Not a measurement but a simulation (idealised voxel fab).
The following is a process module called voxel gate over fins.
cross-section cut | 245 nm wide | cells 5 nm
Cross-section, as written here: a square-cell grid given band by band from the top down, where a band holds one or more rows of cells.
Look at the band entry: it leads with the top's height and the bottom's height in nm. Then it lists the materials left to right, with a width in nm for each. The word "all across" on a single material says that material fills the band edge to edge. The word "empty" is empty space.
Heights from 0 (as-received wafer is one material below). Bottom band endless downward, as "0 and below".
The expression "30..40" gives the width at the extremes of the band, the first number at its top row of cells and the second at its bottom row, with the width changing by equal amounts from each row to the next in between.
When a step is marked "same as before", none of the cells in the cross-section changed during that step.
Look at "Non-vented voids" for the closed voids: empty spaces with no open path to the top, sized 8 cells or up. Each is width x height at distance, distance from the left edge, all nm.
It should be noted that, on the line of a given step, the content following the step's settings is a remark produced by the simulator itself with respect to that step.
For masked steps, "overlay nm" on the step line gives how far right of plan the mask actually lay; a minus sign means it lay to the left.
-- The process steps that were planned are listed below
step 1: RECEIVE,material Si
step 2: CONFORMAL_DEP,material SiN,thk nm 10
step 3: DIRECTIONAL_DEP,material aC,thk nm 10
step 4: PATTERN,tone cover,mask id FINS,material resist,width nm 15,pitch nm 45,thk nm 30,overlay nm 0
step 5: DIRECTIONAL_ETCH,etch materials aC,depth nm 10
step 6: STRIP,etch materials resist
step 7: DIRECTIONAL_ETCH,etch materials SiN,depth nm 10
step 8: DIRECTIONAL_ETCH,etch materials Si,depth nm 30
step 9: STRIP,etch materials aC
step 10: FILL_DEP,material SiO2,thk nm 10
step 11: CMP,height nm 10
step 12: SELECTIVE_ETCH,etch materials SiO2,depth nm 20
step 13: STRIP,etch materials SiN
step 14: CONFORMAL_DEP,material HfO2,thk nm 5
step 15: CONFORMAL_DEP,material TiN,thk nm 5
step 16: FILL_DEP,material W,thk nm 10
step 17: CMP,height nm 15
step 18: CONFORMAL_DEP,material SiCN,thk nm 5
-- Received-state cross-section, reflecting completion of step 1
  0 and below: Si all across
  Non-vented voids: none
-- Cross-sectional result after module completion. Note: starting condition and plan are unchanged from above; one processing mistake was made
  20 down to 15: SiCN all across
  15 down to 10: W all across
  10 down to 5: W (80), then TiN (35), then W (10), then TiN (35), then W (85)
  5 down to 0: W (80), then TiN (5), then HfO2 (25), then TiN (5), then W (10), then TiN (5), then HfO2 (25), then TiN (5), then W (85)
  0 down to -5: TiN (85), then HfO2 (5), then Si (15), then HfO2 (5), then TiN (20), then HfO2 (5), then Si (15), then HfO2 (5), then TiN (90)
  -5 down to -10: HfO2 (90), then Si (15), then HfO2 (30), then Si (15), then HfO2 (95)
  -10 down to -60: SiO2 (90), then Si (15), then SiO2 (30), then Si (15), then SiO2 (95)
  -60 and below: Si all across
  Non-vented voids: none
Finding, execution versus plan: step 8 of the plan saw execution twice
